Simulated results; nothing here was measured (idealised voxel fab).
process module | voxel capacitor over wiring
cross-section cut | 230 nm wide | cells 5 nm
A cross-section is a grid of square cells, given in bands from the top down. A band is one or more rows of cells.
Each band's line starts with the height of the band's top and of its bottom, in nm. Then come its materials from left to right, each with its width in nm. One material with "throughout" fills the band from edge to edge. "air" is empty space.
Height 0 is the level under which the wafer as received is all one material. The lowest band goes on downwards, as in "0 down".
A width such as "30 to 40" changes by the same amount from each row of cells to the next, from the band's top row to its bottom row.
"no change" after a step means that no cell of the cross-section changed.
closed voids: empty space of 8 cells or more with no open way to the top, each as width x height at its distance from the left edge, in nm
after a step's settings: what the simulator itself notes on the step
overlay nm, on a step with a mask: how far to the right of its planned place the mask lay; to the left if negative
plan
1 op RECEIVE | material Si
2 op CONFORMAL_DEP | material SiO2 | thk nm 10
3 op CONFORMAL_DEP | material SiCN | thk nm 5
4 op DIRECTIONAL_DEP | material lowk | thk nm 20
5 op MASKED_ETCH | tone open | mask id METAL_1 | width nm 30 | pitch nm 90 | etch materials lowk | depth nm 20 | overlay nm 0
6 op MASKED_ETCH | tone open | mask id METAL_1 | width nm 30 | pitch nm 90 | etch materials SiCN | depth nm 5 | overlay nm 0
7 op CONFORMAL_DEP | material TiN | thk nm 5
8 op FILL_DEP | material W | thk nm 10
9 op CMP | height nm 35
10 op EPI | material Ru | thk nm 5
11 op FILL_DEP | material SiCN | thk nm 5
12 op DIRECTIONAL_DEP | material SiO2 | thk nm 15
13 op MASKED_ETCH | tone open | mask id PLUG_1 | width nm 15 | etch materials SiO2 | depth nm 15 | overlay nm 0
14 op MASKED_ETCH | tone open | mask id PLUG_1 | width nm 15 | etch materials SiCN | depth nm 5 | overlay nm 0
15 op EPI | material Ru | thk nm 10
16 op EPI | material Ru | thk nm 10
17 op DIRECTIONAL_DEP | material TiN | thk nm 5
18 op DIRECTIONAL_DEP | material SiN | thk nm 5
19 op DIRECTIONAL_DEP | material TiN | thk nm 5
20 op PATTERN | tone cover | mask id UPPER_PLATE | material resist | width nm 65 | thk nm 15 | overlay nm 0
21 op DIRECTIONAL_ETCH | etch materials TiN | depth nm 5
22 op DIRECTIONAL_ETCH | etch materials SiN | depth nm 5
23 op STRIP | etch materials resist
24 op MASKED_ETCH | tone cover | mask id LOWER_PLATE | width nm 75 | etch materials TiN | depth nm 5 | overlay nm 0
25 op FILL_DEP | material SiO2 | thk nm 20
26 op CMP | height nm 90
27 op PATTERN | tone open | mask id PLUG_2 | material resist | width nm 15 | thk nm 20 | overlay nm 0
28 op DIRECTIONAL_ETCH | etch materials SiO2 | depth nm 15
29 op STRIP | etch materials resist
30 op CONFORMAL_DEP | material TiN | thk nm 5
31 op FILL_DEP | material Ru | thk nm 10
32 op CMP | height nm 90
33 op CONFORMAL_DEP | material SiN | thk nm 5
varied across the wafers: thk nm of step 30. The plan shows the first wafer's value. All wafers start alike
first wafer as received, after step 1
  0 down: Si throughout
  closed voids: none
first wafer at the end, after step 33
  95 to 90: SiN throughout
  90 to 80: SiO2 80 | TiN 5 | Ru 5 | TiN 5 | SiO2 135
  80 to 70: SiO2 80 to 70 | TiN 15 to 65 | SiO2 135 to 95
  70 to 65: SiO2 70 | SiN 65 | SiO2 95
  65 to 60: SiO2 65 | TiN 75 | SiO2 90
  60 to 45: SiO2 70 | Ru 15 | SiO2 145
  45 to 40: SiCN 70 | Ru 15 | SiCN 145
  40 to 35: SiCN 50 | Ru 40 | SiCN 50 | Ru 40 | SiCN 50
  35 to 15: lowk 55 | TiN 5 | W 20 | TiN 5 | lowk 60 | TiN 5 | W 20 | TiN 5 | lowk 55
  15 to 10: SiCN 55 | TiN 30 | SiCN 60 | TiN 30 | SiCN 55
  10 to 0: SiO2 throughout
  0 down: Si throughout
  closed voids: none
last wafer at the end
  95 to 90: SiN throughout
  90 to 75: SiO2 80 | TiN 15 | SiO2 135
  75 to 70: SiO2 70 | TiN 65 | SiO2 95
  70 to 65: SiO2 70 | SiN 65 | SiO2 95
  65 to 60: SiO2 65 | TiN 75 | SiO2 90
  60 to 45: SiO2 70 | Ru 15 | SiO2 145
  45 to 40: SiCN 70 | Ru 15 | SiCN 145
  40 to 35: SiCN 50 | Ru 40 | SiCN 50 | Ru 40 | SiCN 50
  35 to 15: lowk 55 | TiN 5 | W 20 | TiN 5 | lowk 60 | TiN 5 | W 20 | TiN 5 | lowk 55
  15 to 10: SiCN 55 | TiN 30 | SiCN 60 | TiN 30 | SiCN 55
  10 to 0: SiO2 throughout
  0 down: Si throughout
  closed voids: none
each wafer at the end: cells of each material gained (+) or lost (-) since it was received, then its closed voids
thk nm 5 | +30 Ru | +107 SiCN | +59 SiN | +447 SiO2 | +63 TiN | +32 W | +136 lowk | closed voids: none
thk nm 10 | +28 Ru | +107 SiCN | +59 SiN | +447 SiO2 | +65 TiN | +32 W | +136 lowk | closed voids: none
thk nm 15 | +28 Ru | +107 SiCN | +59 SiN | +447 SiO2 | +65 TiN | +32 W | +136 lowk | closed voids: none
thk nm 20 | +28 Ru | +107 SiCN | +59 SiN | +447 SiO2 | +65 TiN | +32 W | +136 lowk | closed voids: none
